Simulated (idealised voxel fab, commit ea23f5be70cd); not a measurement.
Proc. module: voxel capacitor over wiring
It is cross-section cut that appears here, measuring 300 nm in width, its square cells being 5 nm in size.
Heads up, the way a cross-section reads in here is a grid of square cells, handed over as bands from the top down, with every band being one or more rows of cells. It is stipulated that each band's entry specify, in nanometres, the height of the top of the band and then that of its bottom, followed by the materials of the band in left-to-right sequence, each together with its width in nanometres. A single material marked by the word "throughout" is understood to fill the band from edge to edge; the word "empty" is understood to denote empty space. We count height from 0. Below that, the starting wafer is all one material. The lowest band never ends at the bottom but goes on down; see "top 0, no bottom" for how that is written. A width such as "30..40" changes by the same amount from each row of cells to the next, from the band's top row to its bottom row. Given "no alteration" for a step, no cell of the cross-section differs between before and after that step. This entry, "Tabulated closed voids", enumerates those empty regions of no fewer than 8 cells that possess no open connection to the top. Each region is reported in the form width x height at distance, the distance being taken from the left edge, with all three quantities expressed in nm. Where a step's line continues beyond its settings, the continuation is a remark by the simulator itself on that step. overlay nm: on a step with a mask, how far right of its planned place the mask lay; negative means left.
List of planned process steps:
- 1: RECEIVE [material Si]
- 2: CONFORMAL_DEP [material SiO2] [thk nm 15]
- 3: CONFORMAL_DEP [material SiN] [thk nm 5]
- 4: DIRECTIONAL_DEP [material SiO2] [thk nm 15]
- 5: PATTERN [tone open] [mask id METAL_1] [material resist] [width nm 25] [pitch nm 85] [thk nm 20] [overlay nm 0]
- 6: DIRECTIONAL_ETCH [etch materials SiO2] [depth nm 15]
- 7: DIRECTIONAL_ETCH [etch materials SiN] [depth nm 5]
- 8: STRIP [etch materials resist]
- 9: CONFORMAL_DEP [material TiN] [thk nm 5]
- 10: FILL_DEP [material Cu] [thk nm 5]
- 11: CMP [height nm 35]
- 12: EPI [material Ru] [thk nm 5]
- 13: FILL_DEP [material SiCN] [thk nm 5]
- 14: DIRECTIONAL_DEP [material SiO2] [thk nm 20]
- 15: PATTERN [tone open] [mask id PLUG_1] [material resist] [width nm 15] [thk nm 15] [overlay nm 0]
- 16: DIRECTIONAL_ETCH [etch materials SiO2] [depth nm 20]
- 17: DIRECTIONAL_ETCH [etch materials SiCN] [depth nm 5]
- 18: STRIP [etch materials resist]
- 19: CONFORMAL_DEP [material TiN] [thk nm 5]
- 20: FILL_DEP [material W] [thk nm 5]
- 21: CMP [height nm 65]
- 22: DIRECTIONAL_DEP [material TiN] [thk nm 5]
- 23: DIRECTIONAL_DEP [material SiN] [thk nm 5]
- 24: DIRECTIONAL_DEP [material TiN] [thk nm 5]
- 25: DIRECTIONAL_DEP [material aC] [thk nm 15]
- 26: PATTERN [tone cover] [mask id UPPER_PLATE] [material resist] [width nm 65] [thk nm 35] [overlay nm 0]
- 27: DIRECTIONAL_ETCH [etch materials aC] [depth nm 15]
- 28: STRIP [etch materials resist]
- 29: DIRECTIONAL_ETCH [etch materials TiN] [depth nm 5]
- 30: DIRECTIONAL_ETCH [etch materials SiN] [depth nm 5]
- 31: STRIP [etch materials aC]
- 32: MASKED_ETCH [tone cover] [mask id LOWER_PLATE] [width nm 75] [etch materials TiN] [depth nm 5] [overlay nm 0]
- 33: FILL_DEP [material SiO2] [thk nm 20]
- 34: CMP [height nm 95]
- 35: PATTERN [tone open] [mask id PLUG_2] [material resist] [width nm 15] [thk nm 20] [overlay nm 0]
- 36: DIRECTIONAL_ETCH [etch materials SiO2] [depth nm 15]
- 37: STRIP [etch materials resist]
- 38: CONFORMAL_DEP [material TiN] [thk nm 5]
- 39: FILL_DEP [material W] [thk nm 5]
- 40: CMP [height nm 95]
- 41: CONFORMAL_DEP [material SiN] [thk nm 5]
Quick note for whoever runs this: the wafers start identical, but the width nm at step 35 isn't the same across them. The plan just shows what the first wafer had.
So this is the first of several wafers, cross-sectioned as it came to us, meaning it's at the end of step 1:
  top 0, no bottom  Si throughout
  Tabulated closed voids: none
End of module, by wafer: material-by-material cell gain (+) or loss (-) since receipt, then closed voids:
width nm 15; +18 Cu; +14 Ru; +103 SiCN; +123 SiN; +868 SiO2; +68 TiN; +6 W; Tabulated closed voids: none
width nm 20; +18 Cu; +14 Ru; +103 SiCN; +123 SiN; +865 SiO2; +69 TiN; +8 W; Tabulated closed voids: none
width nm 25; +18 Cu; +14 Ru; +103 SiCN; +123 SiN; +862 SiO2; +70 TiN; +10 W; Tabulated closed voids: none
width nm 30; +18 Cu; +14 Ru; +103 SiCN; +123 SiN; +859 SiO2; +71 TiN; +12 W; Tabulated closed voids: none
